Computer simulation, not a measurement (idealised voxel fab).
The following is a process module called voxel self aligned contacts.
The cross-section shown here is cut; it is 210 nm wide and divided into square cells measuring 5 nm on a side.
Cross-sections here: square-cell grids, written as top-down lists of bands, a band being one or more rows of cells.
It is stipulated that each band's entry specify, in nanometres, the height of the top of the band and then that of its bottom, followed by the materials of the band in left-to-right sequence, each together with its width in nanometres. A single material marked by the word "edge to edge" is understood to fill the band from edge to edge; the word "air" is understood to denote empty space.
Heights are expressed relative to 0, this being the level below which the as-received wafer comprises one material exclusively. The lowest band is unbounded in the downward direction and is denoted as in "from 0 down".
So if you see something like "30->40" for the width, read it as the top row of the band sitting at the first number and the bottom row at the second, with every row in between moving by the same amount as the last.
"remains unaltered" -> step changed no cross-section cell.
You'll see "Closed void inventory" listing empty spaces that have no way open to the top, as long as they're 8 cells or more; the notation is width x height at distance, where the distance is from the left edge, and all of it is in nm.
Where a step's line continues beyond its settings, the continuation is a remark by the simulator itself on that step.
Steps that use a mask can have "overlay nm" on their line. It says how far the mask sat to the right of where it was meant to be. Negative means to the left.
**Below is the list of planned process steps**
- 1: RECEIVE,material Si
- 2: OXIDIZE,depth nm 5
- 3: DIRECTIONAL_DEP,material polySi,thk nm 30
- 4: DIRECTIONAL_DEP,material SiN,thk nm 15
- 5: DIRECTIONAL_DEP,material aC,thk nm 10
- 6: PATTERN,tone cover,mask id GATE,material resist,width nm 25,pitch nm 55,thk nm 25,overlay nm 0
- 7: DIRECTIONAL_ETCH,etch materials aC,depth nm 10
- 8: STRIP,etch materials resist
- 9: DIRECTIONAL_ETCH,etch materials SiN,depth nm 15
- 10: DIRECTIONAL_ETCH,etch materials polySi,depth nm 30
- 11: STRIP,etch materials aC
- 12: CONFORMAL_DEP,material SiN,thk nm 5
- 13: DIRECTIONAL_ETCH,etch materials SiN,depth nm 5
- 14: FILL_DEP,material SiO2,thk nm 15
- 15: CMP,height nm 55
- 16: PATTERN,tone open,mask id CONTACT,material resist,width nm 40,pitch nm 55,thk nm 20,overlay nm 0
- 17: DIRECTIONAL_ETCH,etch materials SiO2,depth nm 60
- 18: STRIP,etch materials resist
- 19: CONFORMAL_DEP,material TiN,thk nm 5
- 20: FILL_DEP,material Ru,thk nm 10
- 21: CMP,height nm 55
- 22: CONFORMAL_DEP,material SiN,thk nm 5
**Below: the first of two wafers, run as planned**
**Delivered wafer in cross-section: state after step 1**
	from 0 down  Si edge to edge
	Closed void inventory: none
**State of the wafer after step 2, shown in cross-section**
	from 0 to -5  SiO2 edge to edge
	Below -5, the layers are the same as they were.
**State of the wafer after step 3, shown in cross-section**
	from 30 to 0  polySi edge to edge
	Below 0, the layers are the same as they were.
**State of the wafer after step 4, shown in cross-section**
	from 45 to 30  SiN edge to edge
	Below 30, the layers are the same as they were.
**State of the wafer after step 5, shown in cross-section**
	from 55 to 45  aC edge to edge
	Below 45, the layers are the same as they were.
**State of the wafer after step 6, shown in cross-section**
	from 80 to 55  35 air, 25 resist, 30 air, 25 resist, 30 air, 25 resist, 40 air
	Below 55, the layers are the same as they were.
**State of the wafer after step 7, shown in cross-section**
	from 70 to 55  35 air, 25 resist, 30 air, 25 resist, 30 air, 25 resist, 40 air
	from 55 to 45  35 air, 25 aC, 30 air, 25 aC, 30 air, 25 aC, 40 air
	Below 45, the layers are the same as they were.
**State of the wafer after step 8, shown in cross-section**
	from 55 to 45  35 air, 25 aC, 30 air, 25 aC, 30 air, 25 aC, 40 air
	Below 45, the layers are the same as they were.
**State of the wafer after step 9, shown in cross-section**
	from 55 to 45  35 air, 25 aC, 30 air, 25 aC, 30 air, 25 aC, 40 air
	from 45 to 30  35 air, 25 SiN, 30 air, 25 SiN, 30 air, 25 SiN, 40 air
	Below 30, the layers are the same as they were.
**State of the wafer after step 10, shown in cross-section**
	from 55 to 45  35 air, 25 aC, 30 air, 25 aC, 30 air, 25 aC, 40 air
	from 45 to 30  35 air, 25 SiN, 30 air, 25 SiN, 30 air, 25 SiN, 40 air
	from 30 to 0  35 air, 25 polySi, 30 air, 25 polySi, 30 air, 25 polySi, 40 air
	Below 0, the layers are the same as they were.
**State of the wafer after step 11, shown in cross-section**
	from 45 to 30  35 air, 25 SiN, 30 air, 25 SiN, 30 air, 25 SiN, 40 air
	Below 30, the layers are the same as they were.
**State of the wafer after step 12, shown in cross-section**
	from 50 to 30  30 air, 35 SiN, 20 air, 35 SiN, 20 air, 35 SiN, 35 air
	from 30 to 5  30 air, 5 SiN, 25 polySi, 5 SiN, 20 air, 5 SiN, 25 polySi, 5 SiN, 20 air, 5 SiN, 25 polySi, 5 SiN, 35 air
	from 5 to 0  35 SiN, 25 polySi, 30 SiN, 25 polySi, 30 SiN, 25 polySi, 40 SiN
	Below 0, the layers are the same as they were.
**State of the wafer after step 13, shown in cross-section**
	from 45 to 30  30 air, 35 SiN, 20 air, 35 SiN, 20 air, 35 SiN, 35 air
	from 30 to 0  30 air, 5 SiN, 25 polySi, 5 SiN, 20 air, 5 SiN, 25 polySi, 5 SiN, 20 air, 5 SiN, 25 polySi, 5 SiN, 35 air
	Below 0, the layers are the same as they were.
**State of the wafer after step 14, shown in cross-section**
	from 60 to 45  SiO2 edge to edge
	from 45 to 30  30 SiO2, 35 SiN, 20 SiO2, 35 SiN, 20 SiO2, 35 SiN, 35 SiO2
	from 30 to 0  30 SiO2, 5 SiN, 25 polySi, 5 SiN, 20 SiO2, 5 SiN, 25 polySi, 5 SiN, 20 SiO2, 5 SiN, 25 polySi, 5 SiN, 35 SiO2
	Below 0, the layers are the same as they were.
**State of the wafer after step 15, shown in cross-section**
	from 55 to 45  SiO2 edge to edge
	Below 45, the layers are the same as they were.
**State of the wafer after step 16, shown in cross-section**
	from 75 to 55  55 resist, 40 air, 15 resist, 40 air, 60 resist
	Below 55, the layers are the same as they were.
**State of the wafer after step 17, shown in cross-section**
	from 75 to 55  55 resist, 40 air, 15 resist, 40 air, 60 resist
	from 55 to 45  55 SiO2, 40 air, 15 SiO2, 40 air, 60 SiO2
	from 45 to 30  30 SiO2, 35 SiN, 20 air, 35 SiN, 20 air, 35 SiN, 35 SiO2
	from 30 to 0  30 SiO2, 5 SiN, 25 polySi, 5 SiN, 20 air, 5 SiN, 25 polySi, 5 SiN, 20 air, 5 SiN, 25 polySi, 5 SiN, 35 SiO2
	from 0 to -5  65 SiO2, 20 air, 35 SiO2, 20 air, 70 SiO2
	Below -5, the layers are the same as they were.
**State of the wafer after step 18, shown in cross-section**
	from 55 to 45  55 SiO2, 40 air, 15 SiO2, 40 air, 60 SiO2
	Below 45, the layers are the same as they were.
**State of the wafer after step 19, shown in cross-section**
	from 60 to 55  60 TiN, 30 air, 25 TiN, 30 air, 65 TiN
	from 55 to 45  55 SiO2, 5->15 TiN, 30->10 air, 5->15 TiN, 15 SiO2, 5->15 TiN, 30->10 air, 5->15 TiN, 60 SiO2
	from 45 to 30  30 SiO2, 35 SiN, 5 TiN, 10 air, 5 TiN, 35 SiN, 5 TiN, 10 air, 5 TiN, 35 SiN, 35 SiO2
	from 30 to 0  30 SiO2, 5 SiN, 25 polySi, 5 SiN, 5 TiN, 10 air, 5 TiN, 5 SiN, 25 polySi, 5 SiN, 5 TiN, 10 air, 5 TiN, 5 SiN, 25 polySi, 5 SiN, 35 SiO2
	from 0 to -5  65 SiO2, 20 TiN, 35 SiO2, 20 TiN, 70 SiO2
	Below -5, the layers are the same as they were.
**State of the wafer after step 20, shown in cross-section**
	from 70 to 60  Ru edge to edge
	from 60 to 55  60 TiN, 30 Ru, 25 TiN, 30 Ru, 65 TiN
	from 55 to 45  55 SiO2, 5->15 TiN, 30->10 Ru, 5->15 TiN, 15 SiO2, 5->15 TiN, 30->10 Ru, 5->15 TiN, 60 SiO2
	from 45 to 30  30 SiO2, 35 SiN, 5 TiN, 10 Ru, 5 TiN, 35 SiN, 5 TiN, 10 Ru, 5 TiN, 35 SiN, 35 SiO2
	from 30 to 0  30 SiO2, 5 SiN, 25 polySi, 5 SiN, 5 TiN, 10 Ru, 5 TiN, 5 SiN, 25 polySi, 5 SiN, 5 TiN, 10 Ru, 5 TiN, 5 SiN, 25 polySi, 5 SiN, 35 SiO2
	Below 0, the layers are the same as they were.
**State of the wafer after step 21, shown in cross-section**
	from 55 to 45  55 SiO2, 5->15 TiN, 30->10 Ru, 5->15 TiN, 15 SiO2, 5->15 TiN, 30->10 Ru, 5->15 TiN, 60 SiO2
	Below 45, the layers are the same as they were.
**State of the wafer after step 22, shown in cross-section**
	from 60 to 55  SiN edge to edge
	Below 55, the layers are the same as they were.
**Second wafer, same starting state and plan as the first, one mistake in the run, identical through step 9**
**Second wafer, cut view, end of step 10 per plan**
	from 55 to 45  35 air, 25 aC, 30 air, 25 aC, 30 air, 25 aC, 40 air
	from 45 to 30  35 air, 25 SiN, 30 air, 25 SiN, 30 air, 25 SiN, 40 air
	from 30 to 5  35 air, 25 polySi, 30 air, 25 polySi, 30 air, 25 polySi, 40 air
	Below 5, the layers are the same as they were.
**Second wafer, cut view, end of step 11 per plan**
	from 45 to 30  35 air, 25 SiN, 30 air, 25 SiN, 30 air, 25 SiN, 40 air
	Below 30, the layers are the same as they were.
**Second wafer, cut view, end of step 12 per plan**
	from 50 to 30  30 air, 35 SiN, 20 air, 35 SiN, 20 air, 35 SiN, 35 air
	from 30 to 10  30 air, 5 SiN, 25 polySi, 5 SiN, 20 air, 5 SiN, 25 polySi, 5 SiN, 20 air, 5 SiN, 25 polySi, 5 SiN, 35 air
	from 10 to 5  35 SiN, 25 polySi, 30 SiN, 25 polySi, 30 SiN, 25 polySi, 40 SiN
	Below 5, the layers are the same as they were.
**Second wafer, cut view, end of step 13 per plan**
	from 45 to 30  30 air, 35 SiN, 20 air, 35 SiN, 20 air, 35 SiN, 35 air
	from 30 to 5  30 air, 5 SiN, 25 polySi, 5 SiN, 20 air, 5 SiN, 25 polySi, 5 SiN, 20 air, 5 SiN, 25 polySi, 5 SiN, 35 air
	Below 5, the layers are the same as they were.
**Second wafer, cut view, end of step 14 per plan**
	from 60 to 45  SiO2 edge to edge
	from 45 to 30  30 SiO2, 35 SiN, 20 SiO2, 35 SiN, 20 SiO2, 35 SiN, 35 SiO2
	from 30 to 5  30 SiO2, 5 SiN, 25 polySi, 5 SiN, 20 SiO2, 5 SiN, 25 polySi, 5 SiN, 20 SiO2, 5 SiN, 25 polySi, 5 SiN, 35 SiO2
	Below 5, the layers are the same as they were.
**Second wafer, cut view, end of step 15 per plan**
	from 55 to 45  SiO2 edge to edge
	Below 45, the layers are the same as they were.
**Second wafer, cut view, end of step 16 per plan**
	from 75 to 55  55 resist, 40 air, 15 resist, 40 air, 60 resist
	Below 55, the layers are the same as they were.
**Second wafer, cut view, end of step 17 per plan**
	from 75 to 55  55 resist, 40 air, 15 resist, 40 air, 60 resist
	from 55 to 45  55 SiO2, 40 air, 15 SiO2, 40 air, 60 SiO2
	from 45 to 30  30 SiO2, 35 SiN, 20 air, 35 SiN, 20 air, 35 SiN, 35 SiO2
	from 30 to 5  30 SiO2, 5 SiN, 25 polySi, 5 SiN, 20 air, 5 SiN, 25 polySi, 5 SiN, 20 air, 5 SiN, 25 polySi, 5 SiN, 35 SiO2
	Below 5, the layers are the same as they were.
**Second wafer, cut view, end of step 18 per plan**
	from 55 to 45  55 SiO2, 40 air, 15 SiO2, 40 air, 60 SiO2
	Below 45, the layers are the same as they were.
**Second wafer, cut view, end of step 19 per plan**
	from 60 to 55  60 TiN, 30 air, 25 TiN, 30 air, 65 TiN
	from 55 to 45  55 SiO2, 5->15 TiN, 30->10 air, 5->15 TiN, 15 SiO2, 5->15 TiN, 30->10 air, 5->15 TiN, 60 SiO2
	from 45 to 30  30 SiO2, 35 SiN, 5 TiN, 10 air, 5 TiN, 35 SiN, 5 TiN, 10 air, 5 TiN, 35 SiN, 35 SiO2
	from 30 to 10  30 SiO2, 5 SiN, 25 polySi, 5 SiN, 5 TiN, 10 air, 5 TiN, 5 SiN, 25 polySi, 5 SiN, 5 TiN, 10 air, 5 TiN, 5 SiN, 25 polySi, 5 SiN, 35 SiO2
	from 10 to 5  30 SiO2, 5 SiN, 25 polySi, 5 SiN, 20 TiN, 5 SiN, 25 polySi, 5 SiN, 20 TiN, 5 SiN, 25 polySi, 5 SiN, 35 SiO2
	Below 5, the layers are the same as they were.
**Second wafer, cut view, end of step 20 per plan**
	from 70 to 60  Ru edge to edge
	from 60 to 55  60 TiN, 30 Ru, 25 TiN, 30 Ru, 65 TiN
	from 55 to 45  55 SiO2, 5->15 TiN, 30->10 Ru, 5->15 TiN, 15 SiO2, 5->15 TiN, 30->10 Ru, 5->15 TiN, 60 SiO2
	from 45 to 30  30 SiO2, 35 SiN, 5 TiN, 10 Ru, 5 TiN, 35 SiN, 5 TiN, 10 Ru, 5 TiN, 35 SiN, 35 SiO2
	from 30 to 10  30 SiO2, 5 SiN, 25 polySi, 5 SiN, 5 TiN, 10 Ru, 5 TiN, 5 SiN, 25 polySi, 5 SiN, 5 TiN, 10 Ru, 5 TiN, 5 SiN, 25 polySi, 5 SiN, 35 SiO2
	Below 10, the layers are the same as they were.
**Second wafer, cut view, end of step 21 per plan**
	from 55 to 45  55 SiO2, 5->15 TiN, 30->10 Ru, 5->15 TiN, 15 SiO2, 5->15 TiN, 30->10 Ru, 5->15 TiN, 60 SiO2
	Below 45, the layers are the same as they were.
**Second wafer, cut view, end of step 22 per plan**
	from 60 to 55  SiN edge to edge
	Below 55, the layers are the same as they were.
What went wrong in running the wafer? step 10, actual vs plan mismatch, actual run DIRECTIONAL_ETCH,etch materials polySi,depth nm 25
Cell-count delta at end, second wafer over first, by material: Ru: 8 fewer; SiN: 6 fewer; SiO2: 5 fewer; TiN: 8 fewer; polySi: 27 more
